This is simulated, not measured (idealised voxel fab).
process module | voxel gate over fins
cross-section cut | 150 nm wide | cells 5 nm
A cross-section is a grid of square cells, given in bands from the top down. A band is one or more rows of cells.
Each band's line starts with the height of the band's top and of its bottom, in nm. Then come its materials from left to right, each with its width in nm. One material with "throughout" fills the band from edge to edge. "air" is empty space.
Height 0 is the level under which the wafer as received is all one material. The lowest band goes on downwards, as in "0 down".
A width such as "30 to 40" changes by the same amount from each row of cells to the next, from the band's top row to its bottom row.
"no change" after a step means that no cell of the cross-section changed.
closed voids: empty space of 8 cells or more with no open way to the top, each as width x height at its distance from the left edge, in nm
after a step's settings: what the simulator itself notes on the step
overlay nm, on a step with a mask: how far to the right of its planned place the mask lay; to the left if negative
plan
1 op RECEIVE | material Si
2 op CONFORMAL_DEP | material SiN | thk nm 5
3 op MASKED_ETCH | tone cover | mask id FINS | width nm 15 | pitch nm 60 | etch materials SiN | depth nm 5 | overlay nm 0
4 op MASKED_ETCH | tone cover | mask id FINS | width nm 15 | pitch nm 60 | etch materials Si | depth nm 40 | overlay nm 0
5 op OXIDIZE | depth nm 5
6 op FILL_DEP | material SiO2 | thk nm 5
7 op CMP | height nm 5
8 op DIRECTIONAL_DEP | material aC | thk nm 15
9 op PATTERN | tone open | mask id RAIL | material resist | width nm 15 | thk nm 35 | overlay nm 0
10 op DIRECTIONAL_ETCH | etch materials aC | depth nm 15
11 op STRIP | etch materials resist
12 op DIRECTIONAL_ETCH | etch materials SiO2 | depth nm 40
13 op STRIP | etch materials aC
14 op CONFORMAL_DEP | material TiN | thk nm 5
15 op FILL_DEP | material W | thk nm 10
16 op CMP | height nm 5
17 op SELECTIVE_ETCH | etch materials W Ru TiN | depth nm 25
18 op FILL_DEP | material SiO2 | thk nm 5
19 op CMP | height nm 5
20 op SELECTIVE_ETCH | etch materials SiO2 | depth nm 20
21 op STRIP | etch materials SiN
22 op CONFORMAL_DEP | material HfO2 | thk nm 5
23 op CONFORMAL_DEP | material TiN | thk nm 5
24 op FILL_DEP | material W | thk nm 10
25 op CMP | height nm 15
26 op CONFORMAL_DEP | material SiCN | thk nm 5
first wafer, as planned
as received, after step 1
  0 down: Si throughout
  closed voids: none
after step 2
  5 to 0: SiN throughout
  below 0: unchanged
after step 3
  5 to 0: air 35 | SiN 15 | air 45 | SiN 15 | air 40
  below 0: unchanged
after step 4
  5 to 0: air 35 | SiN 15 | air 45 | SiN 15 | air 40
  0 to -40: air 35 | Si 15 | air 45 | Si 15 | air 40
  below -40: unchanged
after step 5
  5 to 0: air 35 | SiN 15 | air 45 | SiN 15 | air 40
  0 to -40: air 35 | SiO2 5 | Si 5 | SiO2 5 | air 45 | SiO2 5 | Si 5 | SiO2 5 | air 40
  -40 to -45: SiO2 40 | Si 5 | SiO2 55 | Si 5 | SiO2 45
  below -45: unchanged
after step 6
  10 to 5: SiO2 throughout
  5 to 0: SiO2 35 | SiN 15 | SiO2 45 | SiN 15 | SiO2 40
  0 to -45: SiO2 40 | Si 5 | SiO2 55 | Si 5 | SiO2 45
  below -45: unchanged
after step 7
  5 to 0: SiO2 35 | SiN 15 | SiO2 45 | SiN 15 | SiO2 40
  below 0: unchanged
after step 8
  20 to 5: aC throughout
  below 5: unchanged
after step 9
  55 to 20: resist 65 | air 15 | resist 70
  below 20: unchanged
after step 10
  40 to 20: resist 65 | air 15 | resist 70
  20 to 5: aC 65 | air 15 | aC 70
  below 5: unchanged
after step 11
  20 to 5: aC 65 | air 15 | aC 70
  below 5: unchanged
after step 12
  20 to 5: aC 65 | air 15 | aC 70
  5 to 0: SiO2 35 | SiN 15 | SiO2 15 | air 15 | SiO2 15 | SiN 15 | SiO2 40
  0 to -35: SiO2 40 | Si 5 | SiO2 20 | air 15 | SiO2 20 | Si 5 | SiO2 45
  below -35: unchanged
after step 13
  5 to 0: SiO2 35 | SiN 15 | SiO2 15 | air 15 | SiO2 15 | SiN 15 | SiO2 40
  below 0: unchanged
after step 14
  10 to 5: TiN 70 | air 5 | TiN 75
  5 to 0: SiO2 35 | SiN 15 | SiO2 15 | TiN 5 | air 5 | TiN 5 | SiO2 15 | SiN 15 | SiO2 40
  0 to -30: SiO2 40 | Si 5 | SiO2 20 | TiN 5 | air 5 | TiN 5 | SiO2 20 | Si 5 | SiO2 45
  -30 to -35: SiO2 40 | Si 5 | SiO2 20 | TiN 15 | SiO2 20 | Si 5 | SiO2 45
  below -35: unchanged
after step 15
  20 to 10: W throughout
  10 to 5: TiN 70 | W 5 | TiN 75
  5 to 0: SiO2 35 | SiN 15 | SiO2 15 | TiN 5 | W 5 | TiN 5 | SiO2 15 | SiN 15 | SiO2 40
  0 to -30: SiO2 40 | Si 5 | SiO2 20 | TiN 5 | W 5 | TiN 5 | SiO2 20 | Si 5 | SiO2 45
  below -30: unchanged
after step 16
  5 to 0: SiO2 35 | SiN 15 | SiO2 15 | TiN 5 | W 5 | TiN 5 | SiO2 15 | SiN 15 | SiO2 40
  below 0: unchanged
after step 17
  5 to 0: SiO2 35 | SiN 15 | SiO2 15 | air 15 | SiO2 15 | SiN 15 | SiO2 40
  0 to -20: SiO2 40 | Si 5 | SiO2 20 | air 15 | SiO2 20 | Si 5 | SiO2 45
  below -20: unchanged
after step 18
  10 to 5: SiO2 throughout
  5 to 0: SiO2 35 | SiN 15 | SiO2 45 | SiN 15 | SiO2 40
  0 to -20: SiO2 40 | Si 5 | SiO2 55 | Si 5 | SiO2 45
  below -20: unchanged
after step 19
  5 to 0: SiO2 35 | SiN 15 | SiO2 45 | SiN 15 | SiO2 40
  below 0: unchanged
after step 20
  5 to 0: air 35 | SiN 15 | air 45 | SiN 15 | air 40
  0 to -15: air 40 | Si 5 | air 55 | Si 5 | air 45
  below -15: unchanged
after step 21
  0 to -15: air 40 | Si 5 | air 55 | Si 5 | air 45
  below -15: unchanged
after step 22
  5 to 0: air 35 | HfO2 15 | air 45 | HfO2 15 | air 40
  0 to -10: air 35 | HfO2 5 | Si 5 | HfO2 5 | air 45 | HfO2 5 | Si 5 | HfO2 5 | air 40
  -10 to -15: HfO2 40 | Si 5 | HfO2 55 | Si 5 | HfO2 45
  below -15: unchanged
after step 23
  10 to 5: air 30 | TiN 25 | air 35 | TiN 25 | air 35
  5 to 0: air 30 | TiN 5 | HfO2 15 | TiN 5 | air 35 | TiN 5 | HfO2 15 | TiN 5 | air 35
  0 to -5: air 30 | TiN 5 | HfO2 5 | Si 5 | HfO2 5 | TiN 5 | air 35 | TiN 5 | HfO2 5 | Si 5 | HfO2 5 | TiN 5 | air 35
  -5 to -10: TiN 35 | HfO2 5 | Si 5 | HfO2 5 | TiN 45 | HfO2 5 | Si 5 | HfO2 5 | TiN 40
  below -10: unchanged
after step 24
  20 to 10: W throughout
  10 to 5: W 30 | TiN 25 | W 35 | TiN 25 | W 35
  5 to 0: W 30 | TiN 5 | HfO2 15 | TiN 5 | W 35 | TiN 5 | HfO2 15 | TiN 5 | W 35
  0 to -5: W 30 | TiN 5 | HfO2 5 | Si 5 | HfO2 5 | TiN 5 | W 35 | TiN 5 | HfO2 5 | Si 5 | HfO2 5 | TiN 5 | W 35
  below -5: unchanged
after step 25
  15 to 10: W throughout
  below 10: unchanged
after step 26
  20 to 15: SiCN throughout
  below 15: unchanged
second wafer: like start, like plan, one mistake. Through step 21 it matches the first wafer
when step 22 should have ended: no change
when step 23 should have ended
  5 to 0: air 35 | TiN 15 | air 45 | TiN 15 | air 40
  0 to -10: air 35 | TiN 5 | Si 5 | TiN 5 | air 45 | TiN 5 | Si 5 | TiN 5 | air 40
  -10 to -15: TiN 40 | Si 5 | TiN 55 | Si 5 | TiN 45
  below -15: unchanged
when step 24 should have ended
  15 to 5: W throughout
  5 to 0: W 35 | TiN 15 | W 45 | TiN 15 | W 40
  0 to -10: W 35 | TiN 5 | Si 5 | TiN 5 | W 45 | TiN 5 | Si 5 | TiN 5 | W 40
  below -10: unchanged
when step 25 should have ended: no change
when step 26 should have ended
  20 to 15: SiCN throughout
  below 15: unchanged
what went wrong: step 22 was left out
at the end the second wafer has, in cells: 42 fewer of HfO2 | 42 more of W
